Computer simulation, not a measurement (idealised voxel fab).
Module name: voxel capacitor over wiring (process module)
The cross-section shown here is cut; it is 145 nm wide and divided into square cells measuring 5 nm on a side.
How to read a cross-section here: the picture is a grid of square cells, written as bands going from the top down, and any band can span one or more rows of cells. What a band's entry tells you: where the top is and where the bottom is, as heights in nm, and after that what lies inside, material by material from left to right, each with its width in nm. Empty space is written as the word "air", and a single material marked with the word "full width" occupies the band from edge to edge. We count height from 0. Below that, the starting wafer is all one material. The lowest band never ends at the bottom but goes on down; see "0..down" for how that is written. Read "30 to 40" as a graded width: first number on top, second number at the bottom, same change between each pair of neighbouring rows. Where a step carries "all unchanged", the cross-section came out of it unchanged, cell for cell. In "Closed internal voids" the enclosed voids are listed, meaning empty spaces of 8 cells or larger without any opening to the top. The form is width x height at distance, distance from the left edge, units nm. If you see something after the settings on a step's line, that's the simulator's own remark about that step. The setting "overlay nm" may be written on the line of a step. When the step uses a mask, the value reports how far to the right of the planned place the mask lay, and a negative value reports that it lay to the left.
This section lists the process steps that were planned:
1) RECEIVE [material Si]
2) CONFORMAL_DEP [material SiO2] [thk nm 10]
3) CONFORMAL_DEP [material SiN] [thk nm 5]
4) DIRECTIONAL_DEP [material SiO2] [thk nm 15]
5) MASKED_ETCH [tone open] [mask id METAL_1] [width nm 20] [pitch nm 85] [etch materials SiO2] [depth nm 15] [overlay nm 0]
6) MASKED_ETCH [tone open] [mask id METAL_1] [width nm 20] [pitch nm 85] [etch materials SiN] [depth nm 5] [overlay nm 0]
7) CONFORMAL_DEP [material TiN] [thk nm 5]
8) FILL_DEP [material W] [thk nm 10]
9) CMP [height nm 30]
10) CONFORMAL_DEP [material SiCN] [thk nm 5]
11) DIRECTIONAL_DEP [material SiO2] [thk nm 20]
12) DIRECTIONAL_DEP [material aC] [thk nm 10]
13) PATTERN [tone open] [mask id PLUG_1] [material resist] [width nm 15] [thk nm 25] [overlay nm 0]
14) DIRECTIONAL_ETCH [etch materials aC] [depth nm 10]
15) STRIP [etch materials resist]
16) DIRECTIONAL_ETCH [etch materials SiO2] [depth nm 20]
17) DIRECTIONAL_ETCH [etch materials SiCN] [depth nm 5]
18) STRIP [etch materials aC]
19) EPI [material Ru] [thk nm 10]
20) EPI [material Ru] [thk nm 10]
21) EPI [material Ru] [thk nm 5]
22) DIRECTIONAL_DEP [material TiN] [thk nm 5]
23) DIRECTIONAL_DEP [material SiN] [thk nm 5]
24) DIRECTIONAL_DEP [material TiN] [thk nm 10]
25) MASKED_ETCH [tone cover] [mask id UPPER_PLATE] [width nm 70] [etch materials TiN] [depth nm 10] [overlay nm 0]
26) MASKED_ETCH [tone cover] [mask id UPPER_PLATE] [width nm 70] [etch materials SiN] [depth nm 5] [overlay nm 0]
27) DIRECTIONAL_DEP [material aC] [thk nm 15]
28) PATTERN [tone cover] [mask id LOWER_PLATE] [material resist] [width nm 80] [thk nm 35] [overlay nm 0]
29) DIRECTIONAL_ETCH [etch materials aC] [depth nm 15]
30) STRIP [etch materials resist]
31) DIRECTIONAL_ETCH [etch materials TiN] [depth nm 5]
32) STRIP [etch materials aC]
33) FILL_DEP [material SiO2] [thk nm 15]
34) CMP [height nm 85]
35) MASKED_ETCH [tone open] [mask id PLUG_2] [width nm 15] [etch materials SiO2] [depth nm 10] [overlay nm 0]
36) CONFORMAL_DEP [material TiN] [thk nm 5]
37) FILL_DEP [material Cu] [thk nm 5]
38) CMP [height nm 85]
39) CONFORMAL_DEP [material SiCN] [thk nm 5]
As-received wafer cross-section (after step 1):
	0..down = Si full width
	Closed internal voids: none
End-of-module cross-section of the first of two wafers, processed as planned:
	90..85 = SiCN full width
	85..80 = SiO2=35, then TiN=5, then Cu=5, then TiN=5, then SiO2=95
	80..75 = SiO2=35, then TiN=15, then SiO2=95
	75..65 = SiO2=25, then TiN=70, then SiO2=50
	65..60 = SiO2=25, then SiN=70, then SiO2=50
	60..55 = SiO2=20, then TiN=80, then SiO2=45
	55..35 = SiO2=25, then Ru=15, then SiO2=105
	35..30 = SiCN=25, then Ru=15, then SiCN=105
	30..15 = SiO2=20, then TiN=5, then W=10, then TiN=5, then SiO2=65, then TiN=5, then W=10, then TiN=5, then SiO2=20
	15..10 = SiN=20, then TiN=20, then SiN=65, then TiN=20, then SiN=20
	10..0 = SiO2 full width
	0..down = Si full width
	Closed internal voids: none
Cross-sectional view: second of two wafers, end of module; start and plan identical to the first, one mistake in running:
	90..85 = SiCN full width
	85..80 = SiO2=35, then TiN=5, then Cu=5, then TiN=5, then SiO2=95
	80..75 = SiO2=35, then TiN=15, then SiO2=95
	75..65 = SiO2=25, then TiN=25, then SiO2=95
	65..60 = SiO2=25, then SiN=25, then TiN=45, then SiO2=50
	60..55 = SiO2=20, then TiN=75, then SiO2=50
	55..50 = SiO2=15, then Ru=35, then SiN=45, then SiO2=50
	50..45 = SiO2=15, then Ru=35, then TiN=50, then SiO2=45
	45..35 = SiO2=25, then Ru=15, then SiO2=105
	35..30 = SiCN=25, then Ru=15, then SiCN=105
	30..15 = SiO2=20, then TiN=5, then W=10, then TiN=5, then SiO2=65, then TiN=5, then W=10, then TiN=5, then SiO2=20
	15..10 = SiN=20, then TiN=20, then SiN=65, then TiN=20, then SiN=20
	10..0 = SiO2 full width
	0..down = Si full width
	Closed internal voids: none
What broke from the plan during processing? step 11: run off-plan, actual operation and settings DIRECTIONAL_DEP [material SiO2] [thk nm 10]
The second wafer ends with more or fewer cells of some materials than the first, per final count: +8 Ru; -8 SiO2
